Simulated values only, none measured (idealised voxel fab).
Herein follows the process module entitled voxel released beams.
Cross-sectional view cut (width: 280 nm; square cell size: 5 nm).
Square cells in a grid make up a cross-section in this document, and the grid is given as bands, listed from the top down, each one or more rows of cells. In this notation a band is specified by the heights of its top and bottom, in that order and in nm, after which its materials appear from left to right, each paired with its width in nm. The word "everywhere" attached to a single material means that material fills the band from edge to edge; the word "empty" stands for empty space. Height datum 0, below which the as-received substrate wafer is one material. Lowest band open at the bottom, running downward: "top 0, no bottom". With a width like "30 to 40", each row of cells in the band differs from the next by the same amount, the top row carrying the first number and the bottom row the second. Step note "same as before" = no cross-section cell changed. Closed empty spaces (no open way to the top) of 8 cells or more are what "Enclosed void entries" lists, each as width x height at distance from the left edge, nm for all three. What comes after the settings on a step's line is commentary from the simulator itself on that step. "overlay nm" answers the question of how far to the right of plan the mask lay on a step that has a mask, and when it is negative the answer is to the left.

Steps planned for the process:
1 RECEIVE, material Si
2 CONFORMAL_DEP, material Al2O3, thk nm 5
3 DIRECTIONAL_DEP, material SiO2, thk nm 10
4 DIRECTIONAL_DEP, material aC, thk nm 10
5 PATTERN, tone open, mask id ANCHOR, material resist, width nm 40, thk nm 25, overlay nm 0
6 DIRECTIONAL_ETCH, etch materials aC, depth nm 10
7 STRIP, etch materials resist
8 DIRECTIONAL_ETCH, etch materials SiO2, depth nm 10
9 STRIP, etch materials aC
10 CONFORMAL_DEP, material SiN, thk nm 15
11 MASKED_ETCH, tone cover, mask id BEAM, width nm 85, etch materials SiN, depth nm 15, overlay nm 0
12 STRIP, etch materials SiO2

Concerning the first of two wafers, which was run in accordance with the plan:

Step 1 complete: cross-section of the wafer as received:
    top 0, no bottom | Si everywhere
    Enclosed void entries: none

You're looking at a cross-section of the wafer after step 2:
    top 5, bottom 0 | Al2O3 everywhere
    below 0: unchanged

You're looking at a cross-section of the wafer after step 3:
    top 15, bottom 5 | SiO2 everywhere
    below 5: unchanged

You're looking at a cross-section of the wafer after step 4:
    top 25, bottom 15 | aC everywhere
    below 15: unchanged

You're looking at a cross-section of the wafer after step 5:
    top 50, bottom 25 | 100 resist | 40 empty | 140 resist
    below 25: unchanged

You're looking at a cross-section of the wafer after step 6:
    top 40, bottom 25 | 100 resist | 40 empty | 140 resist
    top 25, bottom 15 | 100 aC | 40 empty | 140 aC
    below 15: unchanged

You're looking at a cross-section of the wafer after step 7:
    top 25, bottom 15 | 100 aC | 40 empty | 140 aC
    below 15: unchanged

You're looking at a cross-section of the wafer after step 8:
    top 25, bottom 15 | 100 aC | 40 empty | 140 aC
    top 15, bottom 5 | 100 SiO2 | 40 empty | 140 SiO2
    below 5: unchanged

You're looking at a cross-section of the wafer after step 9:
    top 15, bottom 5 | 100 SiO2 | 40 empty | 140 SiO2
    below 5: unchanged

You're looking at a cross-section of the wafer after step 10:
    top 30, bottom 20 | 115 SiN | 10 empty | 155 SiN
    top 20, bottom 15 | SiN everywhere
    top 15, bottom 5 | 100 SiO2 | 40 SiN | 140 SiO2
    below 5: unchanged

You're looking at a cross-section of the wafer after step 11:
    top 30, bottom 20 | 95 empty | 20 SiN | 10 empty | 55 SiN | 100 empty
    top 20, bottom 15 | 95 empty | 85 SiN | 100 empty
    below 15: unchanged

You're looking at a cross-section of the wafer after step 12:
    top 30, bottom 20 | 95 empty | 20 SiN | 10 empty | 55 SiN | 100 empty
    top 20, bottom 15 | 95 empty | 85 SiN | 100 empty
    top 15, bottom 5 | 100 empty | 40 SiN | 140 empty
    below 5: unchanged

Wafer two: like wafer one in start and plan, but with one mistake in execution; identical up to and including step 1:

Cross-section: second wafer, time at which step 2 was scheduled to end: same as before

Cross-section: second wafer, time at which step 3 was scheduled to end:
    top 10, bottom 0 | SiO2 everywhere
    below 0: unchanged

Cross-section: second wafer, time at which step 4 was scheduled to end:
    top 20, bottom 10 | aC everywhere
    below 10: unchanged

Cross-section: second wafer, time at which step 5 was scheduled to end:
    top 45, bottom 20 | 100 resist | 40 empty | 140 resist
    below 20: unchanged

Cross-section: second wafer, time at which step 6 was scheduled to end:
    top 35, bottom 20 | 100 resist | 40 empty | 140 resist
    top 20, bottom 10 | 100 aC | 40 empty | 140 aC
    below 10: unchanged

Cross-section: second wafer, time at which step 7 was scheduled to end:
    top 20, bottom 10 | 100 aC | 40 empty | 140 aC
    below 10: unchanged

Cross-section: second wafer, time at which step 8 was scheduled to end:
    top 20, bottom 10 | 100 aC | 40 empty | 140 aC
    top 10, bottom 0 | 100 SiO2 | 40 empty | 140 SiO2
    below 0: unchanged

Cross-section: second wafer, time at which step 9 was scheduled to end:
    top 10, bottom 0 | 100 SiO2 | 40 empty | 140 SiO2
    below 0: unchanged

Cross-section: second wafer, time at which step 10 was scheduled to end:
    top 25, bottom 15 | 115 SiN | 10 empty | 155 SiN
    top 15, bottom 10 | SiN everywhere
    top 10, bottom 0 | 100 SiO2 | 40 SiN | 140 SiO2
    below 0: unchanged

Cross-section: second wafer, time at which step 11 was scheduled to end:
    top 25, bottom 15 | 95 empty | 20 SiN | 10 empty | 55 SiN | 100 empty
    top 15, bottom 10 | 95 empty | 85 SiN | 100 empty
    below 10: unchanged

Cross-section: second wafer, time at which step 12 was scheduled to end:
    top 25, bottom 15 | 95 empty | 20 SiN | 10 empty | 55 SiN | 100 empty
    top 15, bottom 10 | 95 empty | 85 SiN | 100 empty
    top 10, bottom 0 | 100 empty | 40 SiN | 140 empty
    below 0: unchanged
What broke from the plan during processing? execution of step 2 of the plan did not take place, the step having been omitted
The final cell counts differ between the wafers, with the second having more or fewer of some materials than the first: Al2O3 -56
